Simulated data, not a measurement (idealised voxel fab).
This is a process module. Its name is voxel gate over fins.
Shown is cross-section cut, with a width of 155 nm and square cells of size 5 nm.
For the purposes of this document, a cross-section shall be understood as a grid of square cells, specified as bands listed in top-to-bottom order, each band consisting of one or more rows of cells. Read a band's entry like this: the first values are the height of its top and the height of its bottom in nm, and what follows is the sequence of materials from left to right, each with its width in nm. Note that "empty" is empty space, and that a single material marked "all across" reaches across the band from edge to edge. The level at which height equals 0 is the one under which the wafer, as it arrives, is entirely one material. No lower edge exists for the bottom band, which continues downward and is notated as in "0 down". Per-row width for "30->40": begins at first number (top row of band), ends at second number (bottom row), increment between rows held constant. For the purposes of this document, the phrase "remains unaltered" attached to a step denotes that no cell within the cross-section was modified by that step. This entry, "Closed voids list", enumerates those empty regions of no fewer than 8 cells that possess no open connection to the top. Each region is reported in the form width x height at distance, the distance being taken from the left edge, with all three quantities expressed in nm. On each step's line, the part that comes after the settings is the simulator's own comment on the step. On any step carrying a mask, the "overlay nm" setting, if present on the step's line, tells how far right of its planned place the mask lay; negative values point to the left.

The steps planned for the process are as follows
1 op RECEIVE | material Si
2 op CONFORMAL_DEP | material SiN | thk nm 10
3 op MASKED_ETCH | tone cover | mask id FINS | width nm 15 | pitch nm 55 | etch materials SiN | depth nm 10 | overlay nm 0
4 op MASKED_ETCH | tone cover | mask id FINS | width nm 15 | pitch nm 55 | etch materials Si | depth nm 30 | overlay nm 0
5 op FILL_DEP | material SiO2 | thk nm 10
6 op CMP | height nm 10
7 op DIRECTIONAL_DEP | material aC | thk nm 10
8 op PATTERN | tone open | mask id RAIL | material resist | width nm 15 | thk nm 25 | overlay nm 0
9 op DIRECTIONAL_ETCH | etch materials aC | depth nm 10
10 op STRIP | etch materials resist
11 op DIRECTIONAL_ETCH | etch materials SiO2 | depth nm 35
12 op STRIP | etch materials aC
13 op CONFORMAL_DEP | material TiN | thk nm 5
14 op FILL_DEP | material W | thk nm 5
15 op CMP | height nm 10
16 op SELECTIVE_ETCH | etch materials W Ru TiN | depth nm 30
17 op FILL_DEP | material SiO2 | thk nm 5
18 op CMP | height nm 10
19 op SELECTIVE_ETCH | etch materials SiO2 | depth nm 25
20 op STRIP | etch materials SiN
21 op CONFORMAL_DEP | material HfO2 | thk nm 5
22 op CONFORMAL_DEP | material TiN | thk nm 5
23 op FILL_DEP | material W | thk nm 15
24 op CMP | height nm 20
25 op CONFORMAL_DEP | material SiCN | thk nm 10

Incoming wafer, cross-sectional view, post step 1
* 0 down: Si all across
* Closed voids list: none

The first of the two wafers as seen in cross-section once the module was finished; processing followed the plan
* 30 to 20: SiCN all across
* 20 to 10: W all across
* 10 to 5: 30 of W; 35 of TiN; 20 of W; 35 of TiN; 35 of W
* 5 to 0: 30 of W; 5 of TiN; 25 of HfO2; 5 of TiN; 20 of W; 5 of TiN; 25 of HfO2; 5 of TiN; 35 of W
* 0 to -5: 30 of W; 5 of TiN; 5 of HfO2; 15 of Si; 5 of HfO2; 5 of TiN; 20 of W; 5 of TiN; 5 of HfO2; 15 of Si; 5 of HfO2; 5 of TiN; 35 of W
* -5 to -10: 35 of TiN; 5 of HfO2; 15 of Si; 5 of HfO2; 30 of TiN; 5 of HfO2; 15 of Si; 5 of HfO2; 40 of TiN
* -10 to -15: 40 of HfO2; 15 of Si; 40 of HfO2; 15 of Si; 45 of HfO2
* -15 to -20: 40 of SiO2; 15 of Si; 40 of SiO2; 15 of Si; 45 of SiO2
* -20 to -25: 40 of SiO2; 15 of Si; 10 of SiO2; 15 of TiN; 15 of SiO2; 15 of Si; 45 of SiO2
* -25 to -30: 40 of SiO2; 15 of Si; 40 of SiO2; 15 of Si; 45 of SiO2
* -30 down: Si all across
* Closed voids list: none

End-of-module cross-section of the second wafer: identical starting point and process plan to the first, with one processing mistake
* 30 to 20: SiCN all across
* 20 to 10: W all across
* 10 to 5: 30 of W; 35 of TiN; 20 of W; 35 of TiN; 35 of W
* 5 to 0: 35 of TiN; 25 of HfO2; 30 of TiN; 25 of HfO2; 40 of TiN
* 0 to -5: 40 of HfO2; 15 of Si; 40 of HfO2; 15 of Si; 45 of HfO2
* -5 to -20: 40 of SiO2; 15 of Si; 40 of SiO2; 15 of Si; 45 of SiO2
* -20 to -25: 40 of SiO2; 15 of Si; 10 of SiO2; 15 of TiN; 15 of SiO2; 15 of Si; 45 of SiO2
* -25 to -30: 40 of SiO2; 15 of Si; 40 of SiO2; 15 of Si; 45 of SiO2
* -30 down: Si all across
* Closed voids list: none
Against the plan, the run slipped here: step 19 ran with different settings than intended, the actual operation and settings being op SELECTIVE_ETCH | etch materials SiO2 | depth nm 15
Bottom line after processing is that, in cells, the second wafer is up or down on some materials versus the first: HfO2: 8 fewer | SiO2: 50 more | TiN: 8 fewer | W: 34 fewer
